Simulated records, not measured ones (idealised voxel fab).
Proc. module: voxel transistor to metal
The cross-section on display is named cut; it measures 165 nm wide, and its cells are 5 nm squares.
If you're reading a cross-section in this doc, picture square cells in a grid; it comes to you as bands, top ones listed first down to the bottom, and a band can be one or more rows of cells.
Heads up on the band format: heights come first, top then bottom, in nm. After that it's the materials left to right, each with its width in nm. A single material flagged "edge to edge" fills the whole band edge to edge, and "blank" means there's empty space there.
Heights are measured from 0, the level below which the as-received wafer is all one material; the lowest band has no bottom and continues downward, written as in "from 0 down".
You'd read "30->40" like this: the band's top row of cells is as wide as the first number, its bottom row is as wide as the second, and going down, every row changes width by the same amount as the row before did.
Where the words "nothing was modified" appear for a step, the cross-section shows no cell changed by that step; every cell remained as before.
The entry "Trapped voids" lists the empty spaces that cover at least 8 cells and have no open path to the top. Each is written as width x height at distance, where the distance is measured from the left edge and all three values are in nm.
Past the settings on a step's line: simulator remark, on that step.
When a step includes a mask, the "overlay nm" setting on its line states how far to the right of its planned place that mask lay, and negative values state how far to the left.

-- Process steps (planned)
- 1: RECEIVE, material Si
- 2: CONFORMAL_DEP, material SiO2, thk nm 5
- 3: CONFORMAL_DEP, material SiN, thk nm 10
- 4: MASKED_ETCH, tone cover, mask id ACTIVE, width nm 110, etch materials SiN, depth nm 10, overlay nm 0
- 5: MASKED_ETCH, tone cover, mask id ACTIVE, width nm 110, etch materials SiO2, depth nm 5, overlay nm 0
- 6: MASKED_ETCH, tone cover, mask id ACTIVE, width nm 110, etch materials Si, depth nm 35, overlay nm 0
- 7: FILL_DEP, material SiO2, thk nm 15
- 8: CMP, height nm 15
- 9: SELECTIVE_ETCH, etch materials SiO2, depth nm 10
- 10: STRIP, etch materials SiN
- 11: SELECTIVE_ETCH, etch materials SiO2, depth nm 5
- 12: OXIDIZE, depth nm 5
- 13: DIRECTIONAL_DEP, material polySi, thk nm 25
- 14: DIRECTIONAL_DEP, material SiCN, thk nm 10
- 15: DIRECTIONAL_DEP, material aC, thk nm 15
- 16: PATTERN, tone cover, mask id GATE, material resist, width nm 20, thk nm 30, overlay nm 0
- 17: DIRECTIONAL_ETCH, etch materials aC, depth nm 15
- 18: STRIP, etch materials resist
- 19: DIRECTIONAL_ETCH, etch materials SiCN, depth nm 20
- 20: DIRECTIONAL_ETCH, etch materials polySi, depth nm 35
- 21: STRIP, etch materials aC
- 22: CONFORMAL_DEP, material SiO2, thk nm 5
- 23: DIRECTIONAL_ETCH, etch materials SiO2, depth nm 5
- 24: CONFORMAL_DEP, material SiN, thk nm 5
- 25: DIRECTIONAL_ETCH, etch materials SiN, depth nm 5
- 26: DIRECTIONAL_ETCH, etch materials SiO2, depth nm 5
- 27: DIRECTIONAL_ETCH, etch materials Si, depth nm 10
- 28: EPI, material nSi, thk nm 15
- 29: FILL_DEP, material SiO2, thk nm 5
- 30: CMP, height nm 35
- 31: DIRECTIONAL_DEP, material SiO2, thk nm 10
- 32: PATTERN, tone open, mask id CONTACT, material resist, width nm 35, pitch nm 65, thk nm 20, overlay nm 0
- 33: DIRECTIONAL_ETCH, etch materials SiO2, depth nm 45
- 34: STRIP, etch materials resist
- 35: CONFORMAL_DEP, material TiN, thk nm 5
- 36: FILL_DEP, material Ru, thk nm 10
- 37: CMP, height nm 45
- 38: CONFORMAL_DEP, material SiN, thk nm 5
- 39: DIRECTIONAL_DEP, material lowk, thk nm 20
- 40: PATTERN, tone open, mask id METAL_1, material resist, width nm 20, pitch nm 80, thk nm 15, overlay nm 0
- 41: DIRECTIONAL_ETCH, etch materials lowk, depth nm 20
- 42: DIRECTIONAL_ETCH, etch materials SiN, depth nm 5
- 43: STRIP, etch materials resist
- 44: CONFORMAL_DEP, material TiN, thk nm 5
- 45: FILL_DEP, material W, thk nm 5
- 46: CMP, height nm 70
- 47: CONFORMAL_DEP, material SiCN, thk nm 5

-- Incoming wafer in cross-section (state: after step 1)
    from 0 down | Si edge to edge
    Trapped voids: none

-- Wafer at module end, in section. Began as above, planned as above, run with one mistake
    from 75 to 70 | SiCN edge to edge
    from 70 to 50 | lowk=30  TiN=5  W=10  TiN=5  lowk=60  TiN=5  W=10  TiN=5  lowk=35
    from 50 to 45 | SiN=30  TiN=20  SiN=60  TiN=20  SiN=35
    from 45 to 35 | SiO2=30  TiN=5  Ru=30->20  TiN=5->15  SiO2=25  TiN=5->10  Ru=30->25  TiN=5  SiO2=30
    from 35 to 25 | SiO2=30  TiN=5  Ru=20  TiN=5  SiN=5  TiN=5  SiCN=20  SiO2=5  SiN=5  TiN=5  Ru=25  TiN=5  SiO2=30
    from 25 to 15 | SiO2=30  TiN=5  Ru=20  TiN=5  SiN=5  TiN=5  polySi=20  SiO2=5  SiN=5  TiN=5  Ru=25  TiN=5  SiO2=30
    from 15 to 10 | SiO2=30  TiN=5  Ru=5  TiN=20  SiN=5  TiN=5  polySi=20  SiO2=5  SiN=5  TiN=20  Ru=10  TiN=5  SiO2=30
    from 10 to 5 | SiO2=30  TiN=5  Ru=5  TiN=5  nSi=15  SiN=5  TiN=5  polySi=20  SiO2=5  SiN=5  nSi=15  TiN=5  Ru=10  TiN=5  SiO2=30
    from 5 to 0 | SiO2=30  TiN=15  nSi=15  SiN=5  TiN=5  polySi=20  SiO2=5  SiN=5  nSi=15  TiN=20  SiO2=30
    from 0 to -5 | SiO2=20  nSi=40  SiO2=40  nSi=40  SiO2=25
    from -5 to -15 | SiO2=25  nSi=35  Si=40  nSi=35  SiO2=30
    from -15 to -35 | SiO2=25  Si=110  SiO2=30
    from -35 down | Si edge to edge
    Trapped voids: none
Against the plan, the run slipped here: step 32 off recipe, ran as PATTERN, tone open, mask id CONTACT, material resist, width nm 40, pitch nm 65, thk nm 20, overlay nm 0
